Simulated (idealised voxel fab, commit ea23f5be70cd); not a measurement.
process module | voxel spacer lines
cross-section cut | 260 nm wide | cells 5 nm
A cross-section is a grid of square cells, given in bands from the top down. A band is one or more rows of cells.
Each band's line starts with the height of the band's top and of its bottom, in nm. Then come its materials from left to right, each with its width in nm. One material with "throughout" fills the band from edge to edge. "air" is empty space.
Height 0 is the level under which the wafer as received is all one material. The lowest band goes on downwards, as in "0 down".
A width such as "30 to 40" changes by the same amount from each row of cells to the next, from the band's top row to its bottom row.
"no change" after a step means that no cell of the cross-section changed.
closed voids: empty space of 8 cells or more with no open way to the top, each as width x height at its distance from the left edge, in nm
after a step's settings: what the simulator itself notes on the step
overlay nm, on a step with a mask: how far to the right of its planned place the mask lay; to the left if negative
plan
1 op RECEIVE | material Si
2 op CONFORMAL_DEP | material Al2O3 | thk nm 10
3 op DIRECTIONAL_DEP | material polySi | thk nm 10
4 op DIRECTIONAL_DEP | material aC | thk nm 25
5 op PATTERN | tone cover | mask id MANDREL | material resist | width nm 25 | pitch nm 80 | thk nm 35 | overlay nm 0
6 op DIRECTIONAL_ETCH | etch materials aC | depth nm 25
7 op STRIP | etch materials resist
8 op CONFORMAL_DEP | material SiN | thk nm 15
9 op DIRECTIONAL_ETCH | etch materials SiN | depth nm 15
10 op STRIP | etch materials aC
11 op DIRECTIONAL_ETCH | etch materials polySi | depth nm 10
12 op STRIP | etch materials SiN
as received, after step 1
  0 down: Si throughout
  closed voids: none
a wafer at the end: this start, this plan, one mistake
  35 to 10: aC throughout
  10 to 0: Al2O3 throughout
  0 down: Si throughout
  closed voids: none
what went wrong: steps 3 and 4 were swapped
